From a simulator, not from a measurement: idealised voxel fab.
process module | voxel capacitor over wiring
cross-section cut | 220 nm wide | cells 5 nm
A cross-section is a grid of square cells, given in bands from the top down. A band is one or more rows of cells.
Each band's line starts with the height of the band's top and of its bottom, in nm. Then come its materials from left to right, each with its width in nm. One material with "throughout" fills the band from edge to edge. "air" is empty space.
Height 0 is the level under which the wafer as received is all one material. The lowest band goes on downwards, as in "0 down".
A width such as "30 to 40" changes by the same amount from each row of cells to the next, from the band's top row to its bottom row.
"no change" after a step means that no cell of the cross-section changed.
closed voids: empty space of 8 cells or more with no open way to the top, each as width x height at its distance from the left edge, in nm
after a step's settings: what the simulator itself notes on the step
overlay nm, on a step with a mask: how far to the right of its planned place the mask lay; to the left if negative
plan
1 op RECEIVE | material Si
2 op CONFORMAL_DEP | material SiO2 | thk nm 10
3 op CONFORMAL_DEP | material SiCN | thk nm 5
4 op DIRECTIONAL_DEP | material lowk | thk nm 15
5 op PATTERN | tone open | mask id METAL_1 | material resist | width nm 30 | pitch nm 85 | thk nm 15 | overlay nm 0
6 op DIRECTIONAL_ETCH | etch materials lowk | depth nm 15
7 op DIRECTIONAL_ETCH | etch materials SiCN | depth nm 5
8 op STRIP | etch materials resist
9 op CONFORMAL_DEP | material TiN | thk nm 5
10 op FILL_DEP | material W | thk nm 10
11 op CMP | height nm 30
12 op CONFORMAL_DEP | material SiCN | thk nm 5
13 op DIRECTIONAL_DEP | material lowk | thk nm 10
14 op DIRECTIONAL_DEP | material aC | thk nm 15
15 op PATTERN | tone open | mask id PLUG_1 | material resist | width nm 15 | thk nm 30 | overlay nm 0
16 op DIRECTIONAL_ETCH | etch materials aC | depth nm 15
17 op STRIP | etch materials resist
18 op DIRECTIONAL_ETCH | etch materials lowk | depth nm 10
19 op DIRECTIONAL_ETCH | etch materials SiCN | depth nm 5
20 op STRIP | etch materials aC
21 op EPI | material Ru | thk nm 10
22 op EPI | material Ru | thk nm 5
23 op DIRECTIONAL_DEP | material TiN | thk nm 5
24 op DIRECTIONAL_DEP | material Al2O3 | thk nm 5
25 op DIRECTIONAL_DEP | material TiN | thk nm 5
26 op PATTERN | tone cover | mask id UPPER_PLATE | material resist | width nm 60 | thk nm 20 | overlay nm 0
27 op DIRECTIONAL_ETCH | etch materials TiN | depth nm 5
28 op DIRECTIONAL_ETCH | etch materials Al2O3 | depth nm 5
29 op STRIP | etch materials resist
30 op DIRECTIONAL_DEP | material aC | thk nm 15
31 op PATTERN | tone cover | mask id LOWER_PLATE | material resist | width nm 70 | thk nm 30 | overlay nm 0
32 op DIRECTIONAL_ETCH | etch materials aC | depth nm 15
33 op STRIP | etch materials resist
34 op DIRECTIONAL_ETCH | etch materials TiN | depth nm 5
35 op STRIP | etch materials aC
36 op FILL_DEP | material SiO2 | thk nm 20
37 op CMP | height nm 75
38 op PATTERN | tone open | mask id PLUG_2 | material resist | width nm 15 | thk nm 15 | overlay nm 0
39 op DIRECTIONAL_ETCH | etch materials SiO2 | depth nm 15
40 op STRIP | etch materials resist
41 op CONFORMAL_DEP | material TiN | thk nm 5
42 op FILL_DEP | material Cu | thk nm 10
43 op CMP | height nm 75
44 op CONFORMAL_DEP | material SiN | thk nm 5
first wafer, as planned
as received, after step 1
  0 down: Si throughout
  closed voids: none
after step 2
  10 to 0: SiO2 throughout
  below 0: unchanged
after step 3
  15 to 10: SiCN throughout
  below 10: unchanged
after step 4
  30 to 15: lowk throughout
  below 15: unchanged
after step 5
  45 to 30: resist 50 | air 30 | resist 55 | air 30 | resist 55
  below 30: unchanged
after step 6
  45 to 30: resist 50 | air 30 | resist 55 | air 30 | resist 55
  30 to 15: lowk 50 | air 30 | lowk 55 | air 30 | lowk 55
  below 15: unchanged
after step 7
  45 to 30: resist 50 | air 30 | resist 55 | air 30 | resist 55
  30 to 15: lowk 50 | air 30 | lowk 55 | air 30 | lowk 55
  15 to 10: SiCN 50 | air 30 | SiCN 55 | air 30 | SiCN 55
  below 10: unchanged
after step 8
  30 to 15: lowk 50 | air 30 | lowk 55 | air 30 | lowk 55
  below 15: unchanged
after step 9
  35 to 30: TiN 55 | air 20 | TiN 65 | air 20 | TiN 60
  30 to 15: lowk 50 | TiN 5 | air 20 | TiN 5 | lowk 55 | TiN 5 | air 20 | TiN 5 | lowk 55
  15 to 10: SiCN 50 | TiN 30 | SiCN 55 | TiN 30 | SiCN 55
  below 10: unchanged
after step 10
  45 to 35: W throughout
  35 to 30: TiN 55 | W 20 | TiN 65 | W 20 | TiN 60
  30 to 15: lowk 50 | TiN 5 | W 20 | TiN 5 | lowk 55 | TiN 5 | W 20 | TiN 5 | lowk 55
  below 15: unchanged
after step 11
  30 to 15: lowk 50 | TiN 5 | W 20 | TiN 5 | lowk 55 | TiN 5 | W 20 | TiN 5 | lowk 55
  below 15: unchanged
after step 12
  35 to 30: SiCN throughout
  below 30: unchanged
after step 13
  45 to 35: lowk throughout
  below 35: unchanged
after step 14
  60 to 45: aC throughout
  below 45: unchanged
after step 15
  90 to 60: resist 65 | air 15 | resist 140
  below 60: unchanged
after step 16
  75 to 60: resist 65 | air 15 | resist 140
  60 to 45: aC 65 | air 15 | aC 140
  below 45: unchanged
after step 17
  60 to 45: aC 65 | air 15 | aC 140
  below 45: unchanged
after step 18
  60 to 45: aC 65 | air 15 | aC 140
  45 to 35: lowk 65 | air 15 | lowk 140
  below 35: unchanged
after step 19
  60 to 45: aC 65 | air 15 | aC 140
  45 to 35: lowk 65 | air 15 | lowk 140
  35 to 30: SiCN 65 | air 15 | SiCN 140
  below 30: unchanged
after step 20
  45 to 35: lowk 65 | air 15 | lowk 140
  below 35: unchanged
after step 21
  45 to 40: lowk 65 | air 15 | lowk 140
  40 to 35: lowk 65 | Ru 15 | lowk 140
  35 to 30: SiCN 65 | Ru 15 | SiCN 140
  below 30: unchanged
after step 22
  45 to 35: lowk 65 | Ru 15 | lowk 140
  below 35: unchanged
after step 23
  50 to 45: TiN throughout
  below 45: unchanged
after step 24
  55 to 50: Al2O3 throughout
  below 50: unchanged
after step 25
  60 to 55: TiN throughout
  below 55: unchanged
after step 26
  80 to 60: air 65 | resist 60 | air 95
  below 60: unchanged
after step 27
  80 to 60: air 65 | resist 60 | air 95
  60 to 55: air 65 | TiN 60 | air 95
  below 55: unchanged
after step 28
  80 to 60: air 65 | resist 60 | air 95
  60 to 55: air 65 | TiN 60 | air 95
  55 to 50: air 65 | Al2O3 60 | air 95
  below 50: unchanged
after step 29
  60 to 55: air 65 | TiN 60 | air 95
  below 55: unchanged
after step 30
  75 to 65: air 65 | aC 60 | air 95
  65 to 60: aC throughout
  60 to 55: aC 65 | TiN 60 | aC 95
  55 to 50: aC 65 | Al2O3 60 | aC 95
  below 50: unchanged
after step 31
  105 to 75: air 60 | resist 70 | air 90
  75 to 65: air 60 | resist 5 | aC 60 | resist 5 | air 90
  below 65: unchanged
after step 32
  90 to 75: air 60 | resist 70 | air 90
  75 to 65: air 60 | resist 5 | aC 60 | resist 5 | air 90
  65 to 60: air 60 | aC 70 | air 90
  60 to 55: air 60 | aC 5 | TiN 60 | aC 5 | air 90
  55 to 50: air 60 | aC 5 | Al2O3 60 | aC 5 | air 90
  below 50: unchanged
after step 33
  75 to 65: air 65 | aC 60 | air 95
  below 65: unchanged
after step 34
  75 to 65: air 65 | aC 60 | air 95
  65 to 60: air 60 | aC 70 | air 90
  60 to 55: air 60 | aC 5 | TiN 60 | aC 5 | air 90
  55 to 50: air 60 | aC 5 | Al2O3 60 | aC 5 | air 90
  50 to 45: air 60 | TiN 70 | air 90
  below 45: unchanged
after step 35
  60 to 55: air 65 | TiN 60 | air 95
  55 to 50: air 65 | Al2O3 60 | air 95
  below 50: unchanged
after step 36
  80 to 60: SiO2 throughout
  60 to 55: SiO2 65 | TiN 60 | SiO2 95
  55 to 50: SiO2 65 | Al2O3 60 | SiO2 95
  50 to 45: SiO2 60 | TiN 70 | SiO2 90
  below 45: unchanged
after step 37
  75 to 60: SiO2 throughout
  below 60: unchanged
after step 38
  90 to 75: resist 75 | air 15 | resist 130
  below 75: unchanged
after step 39
  90 to 75: resist 75 | air 15 | resist 130
  75 to 60: SiO2 75 | air 15 | SiO2 130
  below 60: unchanged
after step 40
  75 to 60: SiO2 75 | air 15 | SiO2 130
  below 60: unchanged
after step 41
  80 to 75: TiN 80 | air 5 | TiN 135
  75 to 65: SiO2 75 | TiN 5 | air 5 | TiN 5 | SiO2 130
  65 to 55: SiO2 75 to 65 | TiN 15 to 60 | SiO2 130 to 95
  below 55: unchanged
after step 42
  90 to 80: Cu throughout
  80 to 75: TiN 80 | Cu 5 | TiN 135
  75 to 65: SiO2 75 | TiN 5 | Cu 5 | TiN 5 | SiO2 130
  below 65: unchanged
after step 43
  75 to 65: SiO2 75 | TiN 5 | Cu 5 | TiN 5 | SiO2 130
  below 65: unchanged
after step 44
  80 to 75: SiN throughout
  below 75: unchanged
second wafer: like start, like plan, one mistake. Through step 10 it matches the first wafer
when step 11 should have ended
  40 to 35: W throughout
  below 35: unchanged
when step 12 should have ended
  45 to 40: SiCN throughout
  below 40: unchanged
when step 13 should have ended
  55 to 45: lowk throughout
  below 45: unchanged
when step 14 should have ended
  70 to 55: aC throughout
  below 55: unchanged
when step 15 should have ended
  100 to 70: resist 65 | air 15 | resist 140
  below 70: unchanged
when step 16 should have ended
  85 to 70: resist 65 | air 15 | resist 140
  70 to 55: aC 65 | air 15 | aC 140
  below 55: unchanged
when step 17 should have ended
  70 to 55: aC 65 | air 15 | aC 140
  below 55: unchanged
when step 18 should have ended
  70 to 55: aC 65 | air 15 | aC 140
  55 to 45: lowk 65 | air 15 | lowk 140
  below 45: unchanged
when step 19 should have ended
  70 to 55: aC 65 | air 15 | aC 140
  55 to 45: lowk 65 | air 15 | lowk 140
  45 to 40: SiCN 65 | air 15 | SiCN 140
  below 40: unchanged
when step 20 should have ended
  55 to 45: lowk 65 | air 15 | lowk 140
  below 45: unchanged
when step 21 should have ended
  55 to 50: lowk 65 | air 15 | lowk 140
  50 to 45: lowk 65 | Ru 15 | lowk 140
  45 to 40: SiCN 65 | Ru 15 | SiCN 140
  below 40: unchanged
when step 22 should have ended
  55 to 45: lowk 65 | Ru 15 | lowk 140
  below 45: unchanged
when step 23 should have ended
  60 to 55: TiN throughout
  below 55: unchanged
when step 24 should have ended
  65 to 60: Al2O3 throughout
  below 60: unchanged
when step 25 should have ended
  70 to 65: TiN throughout
  below 65: unchanged
when step 26 should have ended
  90 to 70: air 65 | resist 60 | air 95
  below 70: unchanged
when step 27 should have ended
  90 to 70: air 65 | resist 60 | air 95
  70 to 65: air 65 | TiN 60 | air 95
  below 65: unchanged
when step 28 should have ended
  90 to 70: air 65 | resist 60 | air 95
  70 to 65: air 65 | TiN 60 | air 95
  65 to 60: air 65 | Al2O3 60 | air 95
  below 60: unchanged
when step 29 should have ended
  70 to 65: air 65 | TiN 60 | air 95
  below 65: unchanged
when step 30 should have ended
  85 to 75: air 65 | aC 60 | air 95
  75 to 70: aC throughout
  70 to 65: aC 65 | TiN 60 | aC 95
  65 to 60: aC 65 | Al2O3 60 | aC 95
  below 60: unchanged
when step 31 should have ended
  115 to 85: air 60 | resist 70 | air 90
  85 to 75: air 60 | resist 5 | aC 60 | resist 5 | air 90
  below 75: unchanged
when step 32 should have ended
  100 to 85: air 60 | resist 70 | air 90
  85 to 75: air 60 | resist 5 | aC 60 | resist 5 | air 90
  75 to 70: air 60 | aC 70 | air 90
  70 to 65: air 60 | aC 5 | TiN 60 | aC 5 | air 90
  65 to 60: air 60 | aC 5 | Al2O3 60 | aC 5 | air 90
  below 60: unchanged
when step 33 should have ended
  85 to 75: air 65 | aC 60 | air 95
  below 75: unchanged
when step 34 should have ended
  85 to 75: air 65 | aC 60 | air 95
  75 to 70: air 60 | aC 70 | air 90
  70 to 65: air 60 | aC 5 | TiN 60 | aC 5 | air 90
  65 to 60: air 60 | aC 5 | Al2O3 60 | aC 5 | air 90
  60 to 55: air 60 | TiN 70 | air 90
  below 55: unchanged
when step 35 should have ended
  70 to 65: air 65 | TiN 60 | air 95
  65 to 60: air 65 | Al2O3 60 | air 95
  below 60: unchanged
when step 36 should have ended
  90 to 70: SiO2 throughout
  70 to 65: SiO2 65 | TiN 60 | SiO2 95
  65 to 60: SiO2 65 | Al2O3 60 | SiO2 95
  60 to 55: SiO2 60 | TiN 70 | SiO2 90
  below 55: unchanged
when step 37 should have ended
  75 to 70: SiO2 throughout
  below 70: unchanged
when step 38 should have ended
  90 to 75: resist 75 | air 15 | resist 130
  below 75: unchanged
when step 39 should have ended
  90 to 75: resist 75 | air 15 | resist 130
  75 to 70: SiO2 75 | air 15 | SiO2 130
  below 70: unchanged
when step 40 should have ended
  75 to 70: SiO2 75 | air 15 | SiO2 130
  below 70: unchanged
when step 41 should have ended
  80 to 75: TiN 80 | air 5 | TiN 135
  75 to 65: SiO2 75 to 65 | TiN 15 to 60 | SiO2 130 to 95
  below 65: unchanged
when step 42 should have ended
  90 to 80: Cu throughout
  80 to 75: TiN 80 | Cu 5 | TiN 135
  below 75: unchanged
when step 43 should have ended
  75 to 65: SiO2 75 to 65 | TiN 15 to 60 | SiO2 130 to 95
  below 65: unchanged
when step 44 should have ended
  80 to 75: SiN throughout
  below 75: unchanged
what went wrong: step 11 ran as: op CMP | height nm 40
at the end the second wafer has, in cells: 2 fewer of Cu | 82 fewer of SiO2 | 32 more of TiN | 52 more of W
